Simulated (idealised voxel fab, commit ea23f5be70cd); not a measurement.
The process module that follows is named voxel trench capacitor.
The cross-section on display is named cut; it measures 230 nm wide, and its cells are 5 nm squares.
Cross-section = grid of square cells, listed top down in bands; band = one or more rows.
Read a band's entry like this: the first values are the height of its top and the height of its bottom in nm, and what follows is the sequence of materials from left to right, each with its width in nm. Note that "blank" is empty space, and that a single material marked "throughout" reaches across the band from edge to edge.
A quick word on heights: they are counted from 0, and under that level the wafer as it came to us is one material throughout. The lowest band is different from the rest in having no bottom; it simply continues downward, written as in "0 -> down".
The two numbers in a width such as "30->40" mark its ends across the band: the first belongs to the top row of cells, the second to the bottom row, and from each row to the next the width moves by the same amount.
Step marked "no modifications"? Then no cell in the cross-section changed in it.
Under "Enclosed internal voids" you'll find the enclosed gaps, the ones with no way out to the top, that are 8 cells or bigger; each reads width x height at distance, with distance counted from the left edge, everything in nm.
Where a step's line continues beyond its settings, the continuation is a remark by the simulator itself on that step.
On any step carrying a mask, the "overlay nm" setting, if present on the step's line, tells how far right of its planned place the mask lay; negative values point to the left.

THE FOLLOWING LIST GIVES THE PLANNED PROCESS STEPS
1,RECEIVE | material Si
2,CONFORMAL_DEP | material SiN | thk nm 5
3,MASKED_ETCH | tone open | mask id TRENCH | width nm 15 | pitch nm 30 | etch materials SiN | depth nm 5 | overlay nm 0
4,MASKED_ETCH | tone open | mask id TRENCH | width nm 15 | pitch nm 30 | etch materials Si | depth nm 35 | overlay nm 0
5,CONFORMAL_DEP | material Al2O3 | thk nm 5
6,FILL_DEP | material polySi | thk nm 5
7,CMP | height nm 5

FIRST OF TWO WAFERS, WITH THE RUN CARRIED OUT AS PLANNED

WAFER AT RECEIPT (POST STEP 1), CROSS-SECTION
- 0 -> down | Si throughout
- Enclosed internal voids: none

PRESENTED HERE IS A CROSS-SECTION OF THE WAFER AFTER STEP 2 HAS BEEN PERFORMED
- 5 -> 0 | SiN throughout
- For the remainder of the cross-section, below 0, there is no change.

PRESENTED HERE IS A CROSS-SECTION OF THE WAFER AFTER STEP 3 HAS BEEN PERFORMED
- 5 -> 0 | SiN 60 nm / blank 15 nm / SiN 15 nm / blank 15 nm / SiN 15 nm / blank 15 nm / SiN 15 nm / blank 15 nm / SiN 65 nm
- For the remainder of the cross-section, below 0, there is no change.

PRESENTED HERE IS A CROSS-SECTION OF THE WAFER AFTER STEP 4 HAS BEEN PERFORMED
- 5 -> 0 | SiN 60 nm / blank 15 nm / SiN 15 nm / blank 15 nm / SiN 15 nm / blank 15 nm / SiN 15 nm / blank 15 nm / SiN 65 nm
- 0 -> -35 | Si 60 nm / blank 15 nm / Si 15 nm / blank 15 nm / Si 15 nm / blank 15 nm / Si 15 nm / blank 15 nm / Si 65 nm
- For the remainder of the cross-section, below -35, there is no change.

PRESENTED HERE IS A CROSS-SECTION OF THE WAFER AFTER STEP 5 HAS BEEN PERFORMED
- 10 -> 5 | Al2O3 65 nm / blank 5 nm / Al2O3 25 nm / blank 5 nm / Al2O3 25 nm / blank 5 nm / Al2O3 25 nm / blank 5 nm / Al2O3 70 nm
- 5 -> 0 | SiN 60 nm / Al2O3 5 nm / blank 5 nm / Al2O3 5 nm / SiN 15 nm / Al2O3 5 nm / blank 5 nm / Al2O3 5 nm / SiN 15 nm / Al2O3 5 nm / blank 5 nm / Al2O3 5 nm / SiN 15 nm / Al2O3 5 nm / blank 5 nm / Al2O3 5 nm / SiN 65 nm
- 0 -> -30 | Si 60 nm / Al2O3 5 nm / blank 5 nm / Al2O3 5 nm / Si 15 nm / Al2O3 5 nm / blank 5 nm / Al2O3 5 nm / Si 15 nm / Al2O3 5 nm / blank 5 nm / Al2O3 5 nm / Si 15 nm / Al2O3 5 nm / blank 5 nm / Al2O3 5 nm / Si 65 nm
- -30 -> -35 | Si 60 nm / Al2O3 15 nm / Si 15 nm / Al2O3 15 nm / Si 15 nm / Al2O3 15 nm / Si 15 nm / Al2O3 15 nm / Si 65 nm
- For the remainder of the cross-section, below -35, there is no change.

PRESENTED HERE IS A CROSS-SECTION OF THE WAFER AFTER STEP 6 HAS BEEN PERFORMED
- 15 -> 10 | polySi throughout
- 10 -> 5 | Al2O3 65 nm / polySi 5 nm / Al2O3 25 nm / polySi 5 nm / Al2O3 25 nm / polySi 5 nm / Al2O3 25 nm / polySi 5 nm / Al2O3 70 nm
- 5 -> 0 | SiN 60 nm / Al2O3 5 nm / polySi 5 nm / Al2O3 5 nm / SiN 15 nm / Al2O3 5 nm / polySi 5 nm / Al2O3 5 nm / SiN 15 nm / Al2O3 5 nm / polySi 5 nm / Al2O3 5 nm / SiN 15 nm / Al2O3 5 nm / polySi 5 nm / Al2O3 5 nm / SiN 65 nm
- 0 -> -30 | Si 60 nm / Al2O3 5 nm / polySi 5 nm / Al2O3 5 nm / Si 15 nm / Al2O3 5 nm / polySi 5 nm / Al2O3 5 nm / Si 15 nm / Al2O3 5 nm / polySi 5 nm / Al2O3 5 nm / Si 15 nm / Al2O3 5 nm / polySi 5 nm / Al2O3 5 nm / Si 65 nm
- For the remainder of the cross-section, below -30, there is no change.

PRESENTED HERE IS A CROSS-SECTION OF THE WAFER AFTER STEP 7 HAS BEEN PERFORMED
- 5 -> 0 | SiN 60 nm / Al2O3 5 nm / polySi 5 nm / Al2O3 5 nm / SiN 15 nm / Al2O3 5 nm / polySi 5 nm / Al2O3 5 nm / SiN 15 nm / Al2O3 5 nm / polySi 5 nm / Al2O3 5 nm / SiN 15 nm / Al2O3 5 nm / polySi 5 nm / Al2O3 5 nm / SiN 65 nm
- For the remainder of the cross-section, below 0, there is no change.

SECOND WAFER - SHARED START AND PLAN WITH THE FIRST - ONE ERROR IN RUNNING - SAME AS THE FIRST UP TO STEP 6 INCLUSIVE

AT THE PLANNED END OF STEP 7, THE SECOND WAFER IN CROSS-SECTION
- 0 -> -30 | Si 60 nm / Al2O3 5 nm / polySi 5 nm / Al2O3 5 nm / Si 15 nm / Al2O3 5 nm / polySi 5 nm / Al2O3 5 nm / Si 15 nm / Al2O3 5 nm / polySi 5 nm / Al2O3 5 nm / Si 15 nm / Al2O3 5 nm / polySi 5 nm / Al2O3 5 nm / Si 65 nm
- For the remainder of the cross-section, below -30, there is no change.
What was the processing mistake? step 7 was run on a setting that differed from the plan, and what really ran there is CMP | height nm 0
Wafer comparison, final, in cells, second relative to first, materials more or fewer: Al2O3 -8, SiN -34, polySi -4
